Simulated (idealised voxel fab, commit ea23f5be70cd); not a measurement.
The document below concerns the process module designated voxel released beams.
Section shown: cut. Width: 270 nm. Cell size: 5 nm, square.
This document writes a cross-section as a grid whose cells are square, and gives it as bands, listed from the top down; one or more rows of cells form a band. Top height, bottom height, nm. Materials left to right, width each, nm. Single material + "throughout" = fills band edge to edge. "air" = empty. Height datum 0, below which the as-received substrate wafer is one material. Lowest band open at the bottom, running downward: "from 0 down". A width such as "30 to 40" changes by the same amount from each row of cells to the next, from the band's top row to its bottom row. Basically "no alteration" means that step didn't change any cell in the cross-section. Listed in "Enclosed internal cavities": every empty space of 8 or more cells without an open way to the top. Form: width x height at distance, the distance being from the left edge, all in nm. Whatever follows a step's settings on its line is a remark the simulator itself makes about that step. Steps that use a mask can have "overlay nm" on their line. It says how far the mask sat to the right of where it was meant to be. Negative means to the left.

Process steps (planned):
1 op RECEIVE | material Si
2 op CONFORMAL_DEP | material Al2O3 | thk nm 10
3 op DIRECTIONAL_DEP | material SiO2 | thk nm 15
4 op PATTERN | tone open | mask id ANCHOR | material resist | width nm 40 | thk nm 15 | overlay nm 0
5 op DIRECTIONAL_ETCH | etch materials SiO2 | depth nm 15
6 op STRIP | etch materials resist
7 op CONFORMAL_DEP | material polySi | thk nm 15
8 op PATTERN | tone cover | mask id BEAM | material resist | width nm 125 | thk nm 20 | overlay nm 0
9 op DIRECTIONAL_ETCH | etch materials polySi | depth nm 15
10 op STRIP | etch materials resist
11 op STRIP | etch materials SiO2

The cross-section here shows the wafer as received, i.e. in its state after step 1:
	from 0 down: Si throughout
	Enclosed internal cavities: none

Cross-section taken at module completion on the first of two wafers; processed per the plan:
	from 40 to 25: air 70 nm, then polySi 20 nm, then air 10 nm, then polySi 95 nm, then air 75 nm
	from 25 to 10: air 75 nm, then polySi 40 nm, then air 155 nm
	from 10 to 0: Al2O3 throughout
	from 0 down: Si throughout
	Enclosed internal cavities: none

Wafer two cross-section, module end. Start and plan unchanged from wafer one; one mistake made during the run:
	from 40 to 25: air 70 nm, then polySi 15 nm, then air 20 nm, then polySi 90 nm, then air 75 nm
	from 25 to 10: air 70 nm, then polySi 50 nm, then air 150 nm
	from 10 to 0: Al2O3 throughout
	from 0 down: Si throughout
	Enclosed internal cavities: none
Run error: so step 4 ended up running with a different setting than we planned, it ran as op PATTERN | tone open | mask id ANCHOR | material resist | width nm 50 | thk nm 15 | overlay nm 0
So at the finish, the second wafer's got exactly as many cells of each material as the first, just not in the same spots.
